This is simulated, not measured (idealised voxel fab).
Process module, titled voxel gate over fins
It is cross-section cut that appears here, measuring 165 nm in width, its square cells being 5 nm in size.
A cross-section is written here as square cells arranged in a grid, and it is given in bands from the top down, each band taking up one or more rows of cells.
First you get the band's top height and its bottom height, in nm, and then the materials it's made of, left to right, with each width in nm. If you see a single material with "throughout", that one covers the band edge to edge. "empty" is empty space.
We count height from 0. Below that, the starting wafer is all one material. The lowest band never ends at the bottom but goes on down; see "z 0 and below" for how that is written.
Graded width ("30->40"): value in top row of band = first number; value in bottom row = second number; row-to-row change constant.
"no alterations made" for a step: no cell of the cross-section changed in that step.
"Closed void entries" - sealed voids, min. 8 cells, no opening to top; format: width x height at distance (distance from left edge; nm throughout).
If you see something after the settings on a step's line, that's the simulator's own remark about that step.
"overlay nm" answers the question of how far to the right of plan the mask lay on a step that has a mask, and when it is negative the answer is to the left.
The planned process steps are enumerated hereunder:
1. RECEIVE,material Si
2. CONFORMAL_DEP,material SiN,thk nm 5
3. MASKED_ETCH,tone cover,mask id FINS,width nm 15,pitch nm 40,etch materials SiN,depth nm 5,overlay nm 0
4. MASKED_ETCH,tone cover,mask id FINS,width nm 15,pitch nm 40,etch materials Si,depth nm 30,overlay nm 0
5. OXIDIZE,depth nm 5
6. FILL_DEP,material SiO2,thk nm 10
7. CMP,height nm 5
8. SELECTIVE_ETCH,etch materials SiO2,depth nm 15
9. STRIP,etch materials SiN
10. CONFORMAL_DEP,material HfO2,thk nm 5
11. CONFORMAL_DEP,material TiN,thk nm 5
12. CONFORMAL_DEP,material TiAl,thk nm 5
13. CONFORMAL_DEP,material TiN,thk nm 5
14. FILL_DEP,material W,thk nm 10
15. CMP,height nm 25
16. CONFORMAL_DEP,material SiN,thk nm 10
First wafer, as planned:
This is the cross-section of the wafer as we received it, i.e. after step 1:
- z 0 and below  Si throughout
- Closed void entries: none
The wafer in cross-section once step 2 is complete:
- z 5 to 0  SiN throughout
- Below 0, no change.
The wafer in cross-section once step 3 is complete:
- z 5 to 0  empty 35 / SiN 15 / empty 25 / SiN 15 / empty 25 / SiN 15 / empty 35
- Below 0, no change.
The wafer in cross-section once step 4 is complete:
- z 5 to 0  empty 35 / SiN 15 / empty 25 / SiN 15 / empty 25 / SiN 15 / empty 35
- z 0 to -30  empty 35 / Si 15 / empty 25 / Si 15 / empty 25 / Si 15 / empty 35
- Below -30, no change.
The wafer in cross-section once step 5 is complete:
- z 5 to 0  empty 35 / SiN 15 / empty 25 / SiN 15 / empty 25 / SiN 15 / empty 35
- z 0 to -30  empty 35 / SiO2 5 / Si 5 / SiO2 5 / empty 25 / SiO2 5 / Si 5 / SiO2 5 / empty 25 / SiO2 5 / Si 5 / SiO2 5 / empty 35
- z -30 to -35  SiO2 40 / Si 5 / SiO2 35 / Si 5 / SiO2 35 / Si 5 / SiO2 40
- Below -35, no change.
The wafer in cross-section once step 6 is complete:
- z 15 to 5  SiO2 throughout
- z 5 to 0  SiO2 35 / SiN 15 / SiO2 25 / SiN 15 / SiO2 25 / SiN 15 / SiO2 35
- z 0 to -35  SiO2 40 / Si 5 / SiO2 35 / Si 5 / SiO2 35 / Si 5 / SiO2 40
- Below -35, no change.
The wafer in cross-section once step 7 is complete:
- z 5 to 0  SiO2 35 / SiN 15 / SiO2 25 / SiN 15 / SiO2 25 / SiN 15 / SiO2 35
- Below 0, no change.
The wafer in cross-section once step 8 is complete:
- z 5 to 0  empty 35 / SiN 15 / empty 25 / SiN 15 / empty 25 / SiN 15 / empty 35
- z 0 to -10  empty 40 / Si 5 / empty 35 / Si 5 / empty 35 / Si 5 / empty 40
- Below -10, no change.
The wafer in cross-section once step 9 is complete:
- z 0 to -10  empty 40 / Si 5 / empty 35 / Si 5 / empty 35 / Si 5 / empty 40
- Below -10, no change.
The wafer in cross-section once step 10 is complete:
- z 5 to 0  empty 35 / HfO2 15 / empty 25 / HfO2 15 / empty 25 / HfO2 15 / empty 35
- z 0 to -5  empty 35 / HfO2 5 / Si 5 / HfO2 5 / empty 25 / HfO2 5 / Si 5 / HfO2 5 / empty 25 / HfO2 5 / Si 5 / HfO2 5 / empty 35
- z -5 to -10  HfO2 40 / Si 5 / HfO2 35 / Si 5 / HfO2 35 / Si 5 / HfO2 40
- Below -10, no change.
The wafer in cross-section once step 11 is complete:
- z 10 to 5  empty 30 / TiN 25 / empty 15 / TiN 25 / empty 15 / TiN 25 / empty 30
- z 5 to 0  empty 30 / TiN 5 / HfO2 15 / TiN 5 / empty 15 / TiN 5 / HfO2 15 / TiN 5 / empty 15 / TiN 5 / HfO2 15 / TiN 5 / empty 30
- z 0 to -5  TiN 35 / HfO2 5 / Si 5 / HfO2 5 / TiN 25 / HfO2 5 / Si 5 / HfO2 5 / TiN 25 / HfO2 5 / Si 5 / HfO2 5 / TiN 35
- Below -5, no change.
The wafer in cross-section once step 12 is complete:
- z 15 to 10  empty 25 / TiAl 35 / empty 5 / TiAl 35 / empty 5 / TiAl 35 / empty 25
- z 10 to 5  empty 25 / TiAl 5 / TiN 25 / TiAl 5 / empty 5 / TiAl 5 / TiN 25 / TiAl 5 / empty 5 / TiAl 5 / TiN 25 / TiAl 5 / empty 25
- z 5 to 0  TiAl 30 / TiN 5 / HfO2 15 / TiN 5 / TiAl 15 / TiN 5 / HfO2 15 / TiN 5 / TiAl 15 / TiN 5 / HfO2 15 / TiN 5 / TiAl 30
- Below 0, no change.
The wafer in cross-section once step 13 is complete:
- z 20 to 15  empty 20 / TiN 125 / empty 20
- z 15 to 10  empty 20 / TiN 5 / TiAl 35 / TiN 5 / TiAl 35 / TiN 5 / TiAl 35 / TiN 5 / empty 20
- z 10 to 5  TiN 25 / TiAl 5 / TiN 25 / TiAl 5 / TiN 5 / TiAl 5 / TiN 25 / TiAl 5 / TiN 5 / TiAl 5 / TiN 25 / TiAl 5 / TiN 25
- Below 5, no change.
The wafer in cross-section once step 14 is complete:
- z 30 to 20  W throughout
- z 20 to 15  W 20 / TiN 125 / W 20
- z 15 to 10  W 20 / TiN 5 / TiAl 35 / TiN 5 / TiAl 35 / TiN 5 / TiAl 35 / TiN 5 / W 20
- Below 10, no change.
The wafer in cross-section once step 15 is complete:
- z 25 to 20  W throughout
- Below 20, no change.
The wafer in cross-section once step 16 is complete:
- z 35 to 25  SiN throughout
- Below 25, no change.
Wafer two: like wafer one in start and plan, but with one mistake in execution; identical up to and including step 2:
Second wafer, section view, time point: scheduled end of step 3:
- z 5 to 0  empty 35 / SiN 20 / empty 20 / SiN 20 / empty 20 / SiN 20 / empty 30
- Below 0, no change.
Second wafer, section view, time point: scheduled end of step 4:
- z 5 to 0  empty 35 / SiN 20 / empty 20 / SiN 20 / empty 20 / SiN 20 / empty 30
- z 0 to -30  empty 35 / Si 20 / empty 20 / Si 20 / empty 20 / Si 20 / empty 30
- Below -30, no change.
Second wafer, section view, time point: scheduled end of step 5:
- z 5 to 0  empty 35 / SiN 20 / empty 20 / SiN 20 / empty 20 / SiN 20 / empty 30
- z 0 to -30  empty 35 / SiO2 5 / Si 10 / SiO2 5 / empty 20 / SiO2 5 / Si 10 / SiO2 5 / empty 20 / SiO2 5 / Si 10 / SiO2 5 / empty 30
- z -30 to -35  SiO2 40 / Si 10 / SiO2 30 / Si 10 / SiO2 30 / Si 10 / SiO2 35
- Below -35, no change.
Second wafer, section view, time point: scheduled end of step 6:
- z 15 to 5  SiO2 throughout
- z 5 to 0  SiO2 35 / SiN 20 / SiO2 20 / SiN 20 / SiO2 20 / SiN 20 / SiO2 30
- z 0 to -35  SiO2 40 / Si 10 / SiO2 30 / Si 10 / SiO2 30 / Si 10 / SiO2 35
- Below -35, no change.
Second wafer, section view, time point: scheduled end of step 7:
- z 5 to 0  SiO2 35 / SiN 20 / SiO2 20 / SiN 20 / SiO2 20 / SiN 20 / SiO2 30
- Below 0, no change.
Second wafer, section view, time point: scheduled end of step 8:
- z 5 to 0  empty 35 / SiN 20 / empty 20 / SiN 20 / empty 20 / SiN 20 / empty 30
- z 0 to -10  empty 40 / Si 10 / empty 30 / Si 10 / empty 30 / Si 10 / empty 35
- Below -10, no change.
Second wafer, section view, time point: scheduled end of step 9:
- z 0 to -10  empty 40 / Si 10 / empty 30 / Si 10 / empty 30 / Si 10 / empty 35
- Below -10, no change.
Second wafer, section view, time point: scheduled end of step 10:
- z 5 to 0  empty 35 / HfO2 20 / empty 20 / HfO2 20 / empty 20 / HfO2 20 / empty 30
- z 0 to -5  empty 35 / HfO2 5 / Si 10 / HfO2 5 / empty 20 / HfO2 5 / Si 10 / HfO2 5 / empty 20 / HfO2 5 / Si 10 / HfO2 5 / empty 30
- z -5 to -10  HfO2 40 / Si 10 / HfO2 30 / Si 10 / HfO2 30 / Si 10 / HfO2 35
- Below -10, no change.
Second wafer, section view, time point: scheduled end of step 11:
- z 10 to 5  empty 30 / TiN 30 / empty 10 / TiN 30 / empty 10 / TiN 30 / empty 25
- z 5 to 0  empty 30 / TiN 5 / HfO2 20 / TiN 5 / empty 10 / TiN 5 / HfO2 20 / TiN 5 / empty 10 / TiN 5 / HfO2 20 / TiN 5 / empty 25
- z 0 to -5  TiN 35 / HfO2 5 / Si 10 / HfO2 5 / TiN 20 / HfO2 5 / Si 10 / HfO2 5 / TiN 20 / HfO2 5 / Si 10 / HfO2 5 / TiN 30
- Below -5, no change.
Second wafer, section view, time point: scheduled end of step 12:
- z 15 to 10  empty 25 / TiAl 120 / empty 20
- z 10 to 5  empty 25 / TiAl 5 / TiN 30 / TiAl 10 / TiN 30 / TiAl 10 / TiN 30 / TiAl 5 / empty 20
- z 5 to 0  TiAl 30 / TiN 5 / HfO2 20 / TiN 5 / TiAl 10 / TiN 5 / HfO2 20 / TiN 5 / TiAl 10 / TiN 5 / HfO2 20 / TiN 5 / TiAl 25
- Below 0, no change.
Second wafer, section view, time point: scheduled end of step 13:
- z 20 to 15  empty 20 / TiN 130 / empty 15
- z 15 to 10  empty 20 / TiN 5 / TiAl 120 / TiN 5 / empty 15
- z 10 to 5  TiN 25 / TiAl 5 / TiN 30 / TiAl 10 / TiN 30 / TiAl 10 / TiN 30 / TiAl 5 / TiN 20
- Below 5, no change.
Second wafer, section view, time point: scheduled end of step 14:
- z 30 to 20  W throughout
- z 20 to 15  W 20 / TiN 130 / W 15
- z 15 to 10  W 20 / TiN 5 / TiAl 120 / TiN 5 / W 15
- Below 10, no change.
Second wafer, section view, time point: scheduled end of step 15:
- z 25 to 20  W throughout
- Below 20, no change.
Second wafer, section view, time point: scheduled end of step 16:
- z 35 to 25  SiN throughout
- Below 25, no change.
What broke from the plan during processing? step 3 went in with a setting other than planned; the actual run was MASKED_ETCH,tone cover,mask id FINS,width nm 20,pitch nm 40,etch materials SiN,depth nm 5,overlay nm 0
Bottom line after processing is that, in cells, the second wafer is up or down on some materials versus the first: +21 Si; -15 SiO2; -4 TiN; -2 W
